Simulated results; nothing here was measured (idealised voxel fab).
process module | voxel ribs on slabs
cross-section cut | 285 nm wide | cells 5 nm
A cross-section is a grid of square cells, given in bands from the top down. A band is one or more rows of cells.
Each band's line starts with the height of the band's top and of its bottom, in nm. Then come its materials from left to right, each with its width in nm. One material with "throughout" fills the band from edge to edge. "air" is empty space.
Height 0 is the level under which the wafer as received is all one material. The lowest band goes on downwards, as in "0 down".
A width such as "30 to 40" changes by the same amount from each row of cells to the next, from the band's top row to its bottom row.
"no change" after a step means that no cell of the cross-section changed.
closed voids: empty space of 8 cells or more with no open way to the top, each as width x height at its distance from the left edge, in nm
after a step's settings: what the simulator itself notes on the step
overlay nm, on a step with a mask: how far to the right of its planned place the mask lay; to the left if negative
plan
1 op RECEIVE | material Si
2 op DIRECTIONAL_DEP | material SiO2 | thk nm 30
3 op DIRECTIONAL_DEP | material polySi | thk nm 20
4 op PATTERN | tone cover | mask id RIB | material resist | width nm 25 | thk nm 20 | overlay nm 0
5 op DIRECTIONAL_ETCH | etch materials polySi | depth nm 5
6 op STRIP | etch materials resist
7 op DIRECTIONAL_DEP | material aC | thk nm 10
8 op PATTERN | tone cover | mask id SLAB | material resist | width nm 75 | thk nm 30 | overlay nm 0
9 op DIRECTIONAL_ETCH | etch materials aC | depth nm 10
10 op STRIP | etch materials resist
11 op DIRECTIONAL_ETCH | etch materials polySi | depth nm 15
12 op STRIP | etch materials aC
13 op FILL_DEP | material SiO2 | thk nm 25
14 op CMP | height nm 65
15 op DIRECTIONAL_DEP | material W | thk nm 10
16 op MASKED_ETCH | tone cover | mask id HEATER | width nm 35 | etch materials W | depth nm 10 | overlay nm 0
17 op CONFORMAL_DEP | material SiO2 | thk nm 5
first wafer, as planned
as received, after step 1
  0 down: Si throughout
  closed voids: none
after step 2
  30 to 0: SiO2 throughout
  below 0: unchanged
after step 3
  50 to 30: polySi throughout
  below 30: unchanged
after step 4
  70 to 50: air 130 | resist 25 | air 130
  below 50: unchanged
after step 5
  70 to 50: air 130 | resist 25 | air 130
  50 to 45: air 130 | polySi 25 | air 130
  below 45: unchanged
after step 6
  50 to 45: air 130 | polySi 25 | air 130
  below 45: unchanged
after step 7
  60 to 55: air 130 | aC 25 | air 130
  55 to 50: aC throughout
  50 to 45: aC 130 | polySi 25 | aC 130
  below 45: unchanged
after step 8
  90 to 60: air 105 | resist 75 | air 105
  60 to 55: air 105 | resist 25 | aC 25 | resist 25 | air 105
  below 55: unchanged
after step 9
  80 to 60: air 105 | resist 75 | air 105
  60 to 55: air 105 | resist 25 | aC 25 | resist 25 | air 105
  55 to 50: air 105 | aC 75 | air 105
  50 to 45: air 105 | aC 25 | polySi 25 | aC 25 | air 105
  below 45: unchanged
after step 10
  60 to 50: air 130 to 105 | aC 25 to 75 | air 130 to 105
  below 50: unchanged
after step 11
  60 to 50: air 130 to 105 | aC 25 to 75 | air 130 to 105
  50 to 45: air 105 | aC 25 | polySi 25 | aC 25 | air 105
  45 to 30: air 105 | polySi 75 | air 105
  below 30: unchanged
after step 12
  50 to 45: air 130 | polySi 25 | air 130
  below 45: unchanged
after step 13
  75 to 50: SiO2 throughout
  50 to 45: SiO2 130 | polySi 25 | SiO2 130
  45 to 30: SiO2 105 | polySi 75 | SiO2 105
  below 30: unchanged
after step 14
  65 to 50: SiO2 throughout
  below 50: unchanged
after step 15
  75 to 65: W throughout
  below 65: unchanged
after step 16
  75 to 65: air 125 | W 35 | air 125
  below 65: unchanged
after step 17
  80 to 75: air 120 | SiO2 45 | air 120
  75 to 70: air 120 | SiO2 5 | W 35 | SiO2 5 | air 120
  70 to 65: SiO2 125 | W 35 | SiO2 125
  below 65: unchanged
second wafer: like start, like plan, one mistake. Through step 3 it matches the first wafer
when step 4 should have ended
  70 to 50: air 135 | resist 20 | air 130
  below 50: unchanged
when step 5 should have ended
  70 to 50: air 135 | resist 20 | air 130
  50 to 45: air 135 | polySi 20 | air 130
  below 45: unchanged
when step 6 should have ended
  50 to 45: air 135 | polySi 20 | air 130
  below 45: unchanged
when step 7 should have ended
  60 to 55: air 135 | aC 20 | air 130
  55 to 50: aC throughout
  50 to 45: aC 135 | polySi 20 | aC 130
  below 45: unchanged
when step 8 should have ended
  90 to 60: air 105 | resist 75 | air 105
  60 to 55: air 105 | resist 30 | aC 20 | resist 25 | air 105
  below 55: unchanged
when step 9 should have ended
  80 to 60: air 105 | resist 75 | air 105
  60 to 55: air 105 | resist 30 | aC 20 | resist 25 | air 105
  55 to 50: air 105 | aC 75 | air 105
  50 to 45: air 105 | aC 30 | polySi 20 | aC 25 | air 105
  below 45: unchanged
when step 10 should have ended
  60 to 50: air 135 to 105 | aC 20 to 75 | air 130 to 105
  below 50: unchanged
when step 11 should have ended
  60 to 50: air 135 to 105 | aC 20 to 75 | air 130 to 105
  50 to 45: air 105 | aC 30 | polySi 20 | aC 25 | air 105
  45 to 30: air 105 | polySi 75 | air 105
  below 30: unchanged
when step 12 should have ended
  50 to 45: air 135 | polySi 20 | air 130
  below 45: unchanged
when step 13 should have ended
  75 to 50: SiO2 throughout
  50 to 45: SiO2 135 | polySi 20 | SiO2 130
  45 to 30: SiO2 105 | polySi 75 | SiO2 105
  below 30: unchanged
when step 14 should have ended
  65 to 50: SiO2 throughout
  below 50: unchanged
when step 15 should have ended
  75 to 65: W throughout
  below 65: unchanged
when step 16 should have ended
  75 to 65: air 125 | W 35 | air 125
  below 65: unchanged
when step 17 should have ended
  80 to 75: air 120 | SiO2 45 | air 120
  75 to 70: air 120 | SiO2 5 | W 35 | SiO2 5 | air 120
  70 to 65: SiO2 125 | W 35 | SiO2 125
  below 65: unchanged
what went wrong: step 4 ran as: op PATTERN | tone cover | mask id RIB | material resist | width nm 20 | thk nm 20 | overlay nm 0
at the end the second wafer has, in cells: 1 more of SiO2 | 1 fewer of polySi
